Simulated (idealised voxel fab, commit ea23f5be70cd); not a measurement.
The following is a process module called voxel wiring stack.
Section shown: cut. Width: 255 nm. Cell size: 5 nm, square.
Reading order for cross-sections: top band down to bottom band. Underlying form: a grid of square cells. Band size: one or more rows of cells. Basically the band line says how high the top is and how high the bottom is, in nm, and then what's in it from left to right, every material with its width in nm. Empty space shows up as "blank", and if a single material carries "everywhere" it runs the full band edge to edge. Basically, 0 is our baseline, since under it the wafer straight out of the box is all one material. The bottom band has no lower end and keeps on going down, so it looks like "0 -> down". The width entry "30..40" should be interpreted row by row: the top row of cells in the band takes the first number, the bottom row takes the second number, and the change between adjacent rows is uniform throughout. Key: "remained the same" - step with no changed cell in the cross-section. "Voids, enclosed" enumerates empty spaces isolated from the top, with no open way to it, that contain at least 8 cells, giving each as width x height at distance from the left edge, all three in nm. Whatever follows a step's settings on its line is a remark the simulator itself makes about that step. Regarding "overlay nm": on a step with a mask, it is the distance the mask lay to the right of its planned place; a negative value places it to the left.
[Planned step list for the process]
1. RECEIVE with material Si
2. CONFORMAL_DEP with material SiO2, thk nm 15
3. DIRECTIONAL_DEP with material TiN, thk nm 5
4. DIRECTIONAL_DEP with material Ru, thk nm 25
5. MASKED_ETCH with tone cover, mask id METAL_1, width nm 25, pitch nm 40, etch materials Ru, depth nm 25, overlay nm 0
6. MASKED_ETCH with tone cover, mask id METAL_1, width nm 25, pitch nm 40, etch materials TiN, depth nm 5, overlay nm 0
7. FILL_DEP with material SiO2, thk nm 10
8. CMP with height nm 45
9. CONFORMAL_DEP with material SiCN, thk nm 5
10. DIRECTIONAL_DEP with material lowk, thk nm 15
11. PATTERN with tone open, mask id PLUG_1, material resist, width nm 15, pitch nm 40, thk nm 15, overlay nm 0
12. DIRECTIONAL_ETCH with etch materials lowk, depth nm 15
13. DIRECTIONAL_ETCH with etch materials SiCN, depth nm 5
14. STRIP with etch materials resist
15. EPI with material Ru, thk nm 10
16. EPI with material Ru, thk nm 10
17. DIRECTIONAL_DEP with material TiN, thk nm 5
18. DIRECTIONAL_DEP with material Ru, thk nm 20
19. PATTERN with tone cover, mask id METAL_2, material resist, width nm 25, pitch nm 40, thk nm 20, overlay nm 0
20. DIRECTIONAL_ETCH with etch materials Ru, depth nm 20
21. DIRECTIONAL_ETCH with etch materials TiN, depth nm 5
22. STRIP with etch materials resist
23. FILL_DEP with material lowk, thk nm 10
24. CMP with height nm 90
25. CONFORMAL_DEP with material SiN, thk nm 5
[So this is the incoming wafer in cross-section - it's already been through step 1]
    0 -> down: Si everywhere
    Voids, enclosed: none
[Cross-section: first of two wafers, module finished, run according to plan]
    95 -> 90: SiN everywhere
    90 -> 70: lowk=95; Ru=25; lowk=15; Ru=25; lowk=95
    70 -> 65: lowk=95; TiN=25; lowk=15; TiN=25; lowk=95
    65 -> 50: lowk=95; Ru=15; lowk=25; Ru=15; lowk=105
    50 -> 45: SiCN=95; Ru=15; SiCN=25; Ru=15; SiCN=105
    45 -> 20: SiO2=95; Ru=25; SiO2=15; Ru=25; SiO2=95
    20 -> 15: SiO2=95; TiN=25; SiO2=15; TiN=25; SiO2=95
    15 -> 0: SiO2 everywhere
    0 -> down: Si everywhere
    Voids, enclosed: none
[What the second wafer looks like in cross-section once the module is done. Its start and its plan matched the first wafer's exactly; what differed was one mistake in how it was run]
    95 -> 90: SiN everywhere
    90 -> 80: lowk=95; Ru=25; lowk=15; Ru=25; lowk=95
    80 -> 75: lowk=95; TiN=25; lowk=15; TiN=25; lowk=95
    75 -> 65: lowk=85; Ru=35; lowk=5; Ru=35; lowk=95
    65 -> 50: lowk=95; Ru=15; lowk=25; Ru=15; lowk=105
    50 -> 45: SiCN=95; Ru=15; SiCN=25; Ru=15; SiCN=105
    45 -> 20: SiO2=95; Ru=25; SiO2=15; Ru=25; SiO2=95
    20 -> 15: SiO2=95; TiN=25; SiO2=15; TiN=25; SiO2=95
    15 -> 0: SiO2 everywhere
    0 -> down: Si everywhere
    Voids, enclosed: none
Deviation from plan: one of the identical steps 15 and 16 was run twice, but which one cannot be determined
Final wafer comparison in cells, second versus first, more or fewer per material: Ru: 8 more; lowk: 8 fewer
